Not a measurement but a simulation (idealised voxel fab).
The name of this process module is voxel wiring stack.
It is cross-section cut that appears here, measuring 185 nm in width, its square cells being 5 nm in size.
In what follows, cross-sections appear as grids of square cells, described through bands that run from the top down, where every band is one or more rows of cells.
This entry defines a band. It first specifies the height of the band's top and the height of its bottom in nm, and then specifies the band's materials from left to right, stating each material with its width in nm. The word "all across" identifies a single material that fills the band from edge to edge, while the word "air" identifies empty space.
A quick word on heights: they are counted from 0, and under that level the wafer as it came to us is one material throughout. The lowest band is different from the rest in having no bottom; it simply continues downward, written as in "from 0 down".
It should be noted that a width expressed as "30 to 40" varies in equal increments from row to row of cells within the band, taking the value of the first number at the top row and that of the second number at the bottom row.
"no modifications" -> step changed no cross-section cell.
This entry, "Closed void entries", enumerates those empty regions of no fewer than 8 cells that possess no open connection to the top. Each region is reported in the form width x height at distance, the distance being taken from the left edge, with all three quantities expressed in nm.
Whatever follows a step's settings on its line is a remark the simulator itself makes about that step.
"overlay nm" denotes, for a step that has a mask, the displacement of the mask to the right of its planned place, with negative values corresponding to the left.

-- Here's what the planned process steps look like
1. RECEIVE (material Si)
2. CONFORMAL_DEP (material SiO2; thk nm 10)
3. CONFORMAL_DEP (material SiCN; thk nm 5)
4. DIRECTIONAL_DEP (material SiO2; thk nm 20)
5. DIRECTIONAL_DEP (material aC; thk nm 15)
6. PATTERN (tone open; mask id METAL_1; material resist; width nm 30; pitch nm 50; thk nm 35; overlay nm 0)
7. DIRECTIONAL_ETCH (etch materials aC; depth nm 15)
8. STRIP (etch materials resist)
9. DIRECTIONAL_ETCH (etch materials SiO2; depth nm 20)
10. DIRECTIONAL_ETCH (etch materials SiCN; depth nm 5)
11. STRIP (etch materials aC)
12. CONFORMAL_DEP (material TiN; thk nm 5)
13. FILL_DEP (material Ru; thk nm 5)
14. CMP (height nm 35)
15. CONFORMAL_DEP (material SiCN; thk nm 5)
16. DIRECTIONAL_DEP (material lowk; thk nm 35)
17. PATTERN (tone open; mask id METAL_2; material resist; width nm 30; pitch nm 50; thk nm 20; overlay nm 0)
18. DIRECTIONAL_ETCH (etch materials lowk; depth nm 20)
19. STRIP (etch materials resist)
20. PATTERN (tone open; mask id METAL_2_HOLES; material resist; width nm 15; pitch nm 50; thk nm 15; overlay nm 0)
21. DIRECTIONAL_ETCH (etch materials lowk; depth nm 15)
22. DIRECTIONAL_ETCH (etch materials SiCN; depth nm 5)
23. STRIP (etch materials resist)
24. CONFORMAL_DEP (material TiN; thk nm 5)
25. FILL_DEP (material Cu; thk nm 5)
26. CMP (height nm 75)
27. CONFORMAL_DEP (material SiN; thk nm 5)

-- Wafer, first of two, run as planned

-- Shown in cross-section is the wafer as received, that is, as it stands after step 1
    from 0 down: Si all across
    Closed void entries: none

-- Step 2 complete: cross-section through the wafer
    from 10 to 0: SiO2 all across
    Note: structure below 0 unchanged.

-- Step 3 complete: cross-section through the wafer
    from 15 to 10: SiCN all across
    Note: structure below 10 unchanged.

-- Step 4 complete: cross-section through the wafer
    from 35 to 15: SiO2 all across
    Note: structure below 15 unchanged.

-- Step 5 complete: cross-section through the wafer
    from 50 to 35: aC all across
    Note: structure below 35 unchanged.

-- Step 6 complete: cross-section through the wafer
    from 85 to 50: 50 nm resist / 30 nm air / 20 nm resist / 30 nm air / 55 nm resist
    Note: structure below 50 unchanged.

-- Step 7 complete: cross-section through the wafer
    from 70 to 50: 50 nm resist / 30 nm air / 20 nm resist / 30 nm air / 55 nm resist
    from 50 to 35: 50 nm aC / 30 nm air / 20 nm aC / 30 nm air / 55 nm aC
    Note: structure below 35 unchanged.

-- Step 8 complete: cross-section through the wafer
    from 50 to 35: 50 nm aC / 30 nm air / 20 nm aC / 30 nm air / 55 nm aC
    Note: structure below 35 unchanged.

-- Step 9 complete: cross-section through the wafer
    from 50 to 35: 50 nm aC / 30 nm air / 20 nm aC / 30 nm air / 55 nm aC
    from 35 to 15: 50 nm SiO2 / 30 nm air / 20 nm SiO2 / 30 nm air / 55 nm SiO2
    Note: structure below 15 unchanged.

-- Step 10 complete: cross-section through the wafer
    from 50 to 35: 50 nm aC / 30 nm air / 20 nm aC / 30 nm air / 55 nm aC
    from 35 to 15: 50 nm SiO2 / 30 nm air / 20 nm SiO2 / 30 nm air / 55 nm SiO2
    from 15 to 10: 50 nm SiCN / 30 nm air / 20 nm SiCN / 30 nm air / 55 nm SiCN
    Note: structure below 10 unchanged.

-- Step 11 complete: cross-section through the wafer
    from 35 to 15: 50 nm SiO2 / 30 nm air / 20 nm SiO2 / 30 nm air / 55 nm SiO2
    Note: structure below 15 unchanged.

-- Step 12 complete: cross-section through the wafer
    from 40 to 35: 55 nm TiN / 20 nm air / 30 nm TiN / 20 nm air / 60 nm TiN
    from 35 to 15: 50 nm SiO2 / 5 nm TiN / 20 nm air / 5 nm TiN / 20 nm SiO2 / 5 nm TiN / 20 nm air / 5 nm TiN / 55 nm SiO2
    from 15 to 10: 50 nm SiCN / 30 nm TiN / 20 nm SiCN / 30 nm TiN / 55 nm SiCN
    Note: structure below 10 unchanged.

-- Step 13 complete: cross-section through the wafer
    from 45 to 40: Ru all across
    from 40 to 35: 55 nm TiN / 20 nm Ru / 30 nm TiN / 20 nm Ru / 60 nm TiN
    from 35 to 15: 50 nm SiO2 / 5 nm TiN / 20 nm Ru / 5 nm TiN / 20 nm SiO2 / 5 nm TiN / 20 nm Ru / 5 nm TiN / 55 nm SiO2
    Note: structure below 15 unchanged.

-- Step 14 complete: cross-section through the wafer
    from 35 to 15: 50 nm SiO2 / 5 nm TiN / 20 nm Ru / 5 nm TiN / 20 nm SiO2 / 5 nm TiN / 20 nm Ru / 5 nm TiN / 55 nm SiO2
    Note: structure below 15 unchanged.

-- Step 15 complete: cross-section through the wafer
    from 40 to 35: SiCN all across
    Note: structure below 35 unchanged.

-- Step 16 complete: cross-section through the wafer
    from 75 to 40: lowk all across
    Note: structure below 40 unchanged.

-- Step 17 complete: cross-section through the wafer
    from 95 to 75: 50 nm resist / 30 nm air / 20 nm resist / 30 nm air / 55 nm resist
    Note: structure below 75 unchanged.

-- Step 18 complete: cross-section through the wafer
    from 95 to 75: 50 nm resist / 30 nm air / 20 nm resist / 30 nm air / 55 nm resist
    from 75 to 55: 50 nm lowk / 30 nm air / 20 nm lowk / 30 nm air / 55 nm lowk
    Note: structure below 55 unchanged.

-- Step 19 complete: cross-section through the wafer
    from 75 to 55: 50 nm lowk / 30 nm air / 20 nm lowk / 30 nm air / 55 nm lowk
    Note: structure below 55 unchanged.

-- Step 20 complete: cross-section through the wafer
    from 90 to 75: 50 nm resist / 15 nm air / 35 nm resist / 15 nm air / 70 nm resist
    from 75 to 55: 50 nm lowk / 15 nm air / 15 nm resist / 20 nm lowk / 15 nm air / 15 nm resist / 55 nm lowk
    Note: structure below 55 unchanged.

-- Step 21 complete: cross-section through the wafer
    from 90 to 75: 50 nm resist / 15 nm air / 35 nm resist / 15 nm air / 70 nm resist
    from 75 to 55: 50 nm lowk / 15 nm air / 15 nm resist / 20 nm lowk / 15 nm air / 15 nm resist / 55 nm lowk
    from 55 to 40: 50 nm lowk / 15 nm air / 35 nm lowk / 15 nm air / 70 nm lowk
    Note: structure below 40 unchanged.

-- Step 22 complete: cross-section through the wafer
    from 90 to 75: 50 nm resist / 15 nm air / 35 nm resist / 15 nm air / 70 nm resist
    from 75 to 55: 50 nm lowk / 15 nm air / 15 nm resist / 20 nm lowk / 15 nm air / 15 nm resist / 55 nm lowk
    from 55 to 40: 50 nm lowk / 15 nm air / 35 nm lowk / 15 nm air / 70 nm lowk
    from 40 to 35: 50 nm SiCN / 15 nm air / 35 nm SiCN / 15 nm air / 70 nm SiCN
    Note: structure below 35 unchanged.

-- Step 23 complete: cross-section through the wafer
    from 75 to 55: 50 nm lowk / 30 nm air / 20 nm lowk / 30 nm air / 55 nm lowk
    Note: structure below 55 unchanged.

-- Step 24 complete: cross-section through the wafer
    from 80 to 75: 55 nm TiN / 20 nm air / 30 nm TiN / 20 nm air / 60 nm TiN
    from 75 to 60: 50 nm lowk / 5 nm TiN / 20 nm air / 5 nm TiN / 20 nm lowk / 5 nm TiN / 20 nm air / 5 nm TiN / 55 nm lowk
    from 60 to 55: 50 nm lowk / 5 nm TiN / 5 nm air / 20 nm TiN / 20 nm lowk / 5 nm TiN / 5 nm air / 20 nm TiN / 55 nm lowk
    from 55 to 40: 50 nm lowk / 5 nm TiN / 5 nm air / 5 nm TiN / 35 nm lowk / 5 nm TiN / 5 nm air / 5 nm TiN / 70 nm lowk
    from 40 to 35: 50 nm SiCN / 15 nm TiN / 35 nm SiCN / 15 nm TiN / 70 nm SiCN
    Note: structure below 35 unchanged.

-- Step 25 complete: cross-section through the wafer
    from 85 to 80: Cu all across
    from 80 to 75: 55 nm TiN / 20 nm Cu / 30 nm TiN / 20 nm Cu / 60 nm TiN
    from 75 to 60: 50 nm lowk / 5 nm TiN / 20 nm Cu / 5 nm TiN / 20 nm lowk / 5 nm TiN / 20 nm Cu / 5 nm TiN / 55 nm lowk
    from 60 to 55: 50 nm lowk / 5 nm TiN / 5 nm Cu / 20 nm TiN / 20 nm lowk / 5 nm TiN / 5 nm Cu / 20 nm TiN / 55 nm lowk
    from 55 to 40: 50 nm lowk / 5 nm TiN / 5 nm Cu / 5 nm TiN / 35 nm lowk / 5 nm TiN / 5 nm Cu / 5 nm TiN / 70 nm lowk
    Note: structure below 40 unchanged.

-- Step 26 complete: cross-section through the wafer
    from 75 to 60: 50 nm lowk / 5 nm TiN / 20 nm Cu / 5 nm TiN / 20 nm lowk / 5 nm TiN / 20 nm Cu / 5 nm TiN / 55 nm lowk
    Note: structure below 60 unchanged.

-- Step 27 complete: cross-section through the wafer
    from 80 to 75: SiN all across
    Note: structure below 75 unchanged.

-- The remaining wafer, second of the two, started like the first and was run to the same plan, except that one mistake was made along the way; the two coincide through step 16, inclusive

-- Here is the second wafer in cross-section at the point where step 17 of the plan should have been done
    from 95 to 75: 50 nm resist / 35 nm air / 15 nm resist / 35 nm air / 50 nm resist
    Note: structure below 75 unchanged.

-- Here is the second wafer in cross-section at the point where step 18 of the plan should have been done
    from 95 to 75: 50 nm resist / 35 nm air / 15 nm resist / 35 nm air / 50 nm resist
    from 75 to 55: 50 nm lowk / 35 nm air / 15 nm lowk / 35 nm air / 50 nm lowk
    Note: structure below 55 unchanged.

-- Here is the second wafer in cross-section at the point where step 19 of the plan should have been done
    from 75 to 55: 50 nm lowk / 35 nm air / 15 nm lowk / 35 nm air / 50 nm lowk
    Note: structure below 55 unchanged.

-- Here is the second wafer in cross-section at the point where step 20 of the plan should have been done
    from 90 to 75: 50 nm resist / 15 nm air / 35 nm resist / 15 nm air / 70 nm resist
    from 75 to 55: 50 nm lowk / 15 nm air / 20 nm resist / 15 nm lowk / 15 nm air / 20 nm resist / 50 nm lowk
    Note: structure below 55 unchanged.

-- Here is the second wafer in cross-section at the point where step 21 of the plan should have been done
    from 90 to 75: 50 nm resist / 15 nm air / 35 nm resist / 15 nm air / 70 nm resist
    from 75 to 55: 50 nm lowk / 15 nm air / 20 nm resist / 15 nm lowk / 15 nm air / 20 nm resist / 50 nm lowk
    from 55 to 40: 50 nm lowk / 15 nm air / 35 nm lowk / 15 nm air / 70 nm lowk
    Note: structure below 40 unchanged.

-- Here is the second wafer in cross-section at the point where step 22 of the plan should have been done
    from 90 to 75: 50 nm resist / 15 nm air / 35 nm resist / 15 nm air / 70 nm resist
    from 75 to 55: 50 nm lowk / 15 nm air / 20 nm resist / 15 nm lowk / 15 nm air / 20 nm resist / 50 nm lowk
    from 55 to 40: 50 nm lowk / 15 nm air / 35 nm lowk / 15 nm air / 70 nm lowk
    from 40 to 35: 50 nm SiCN / 15 nm air / 35 nm SiCN / 15 nm air / 70 nm SiCN
    Note: structure below 35 unchanged.

-- Here is the second wafer in cross-section at the point where step 23 of the plan should have been done
    from 75 to 55: 50 nm lowk / 35 nm air / 15 nm lowk / 35 nm air / 50 nm lowk
    Note: structure below 55 unchanged.

-- Here is the second wafer in cross-section at the point where step 24 of the plan should have been done
    from 80 to 75: 55 nm TiN / 25 nm air / 25 nm TiN / 25 nm air / 55 nm TiN
    from 75 to 60: 50 nm lowk / 5 nm TiN / 25 nm air / 5 nm TiN / 15 nm lowk / 5 nm TiN / 25 nm air / 5 nm TiN / 50 nm lowk
    from 60 to 55: 50 nm lowk / 5 nm TiN / 5 nm air / 25 nm TiN / 15 nm lowk / 5 nm TiN / 5 nm air / 25 nm TiN / 50 nm lowk
    from 55 to 40: 50 nm lowk / 5 nm TiN / 5 nm air / 5 nm TiN / 35 nm lowk / 5 nm TiN / 5 nm air / 5 nm TiN / 70 nm lowk
    from 40 to 35: 50 nm SiCN / 15 nm TiN / 35 nm SiCN / 15 nm TiN / 70 nm SiCN
    Note: structure below 35 unchanged.

-- Here is the second wafer in cross-section at the point where step 25 of the plan should have been done
    from 85 to 80: Cu all across
    from 80 to 75: 55 nm TiN / 25 nm Cu / 25 nm TiN / 25 nm Cu / 55 nm TiN
    from 75 to 60: 50 nm lowk / 5 nm TiN / 25 nm Cu / 5 nm TiN / 15 nm lowk / 5 nm TiN / 25 nm Cu / 5 nm TiN / 50 nm lowk
    from 60 to 55: 50 nm lowk / 5 nm TiN / 5 nm Cu / 25 nm TiN / 15 nm lowk / 5 nm TiN / 5 nm Cu / 25 nm TiN / 50 nm lowk
    from 55 to 40: 50 nm lowk / 5 nm TiN / 5 nm Cu / 5 nm TiN / 35 nm lowk / 5 nm TiN / 5 nm Cu / 5 nm TiN / 70 nm lowk
    Note: structure below 40 unchanged.

-- Here is the second wafer in cross-section at the point where step 26 of the plan should have been done
    from 75 to 60: 50 nm lowk / 5 nm TiN / 25 nm Cu / 5 nm TiN / 15 nm lowk / 5 nm TiN / 25 nm Cu / 5 nm TiN / 50 nm lowk
    Note: structure below 60 unchanged.

-- Here is the second wafer in cross-section at the point where step 27 of the plan should have been done
    from 80 to 75: SiN all across
    Note: structure below 75 unchanged.
Diagnosis: not per plan at step 17, really ran PATTERN (tone open; mask id METAL_2; material resist; width nm 35; pitch nm 50; thk nm 20; overlay nm 0)
FYI, end of process, the second wafer has more or fewer cells of some materials than the first: +6 Cu; +2 TiN; -8 lowk
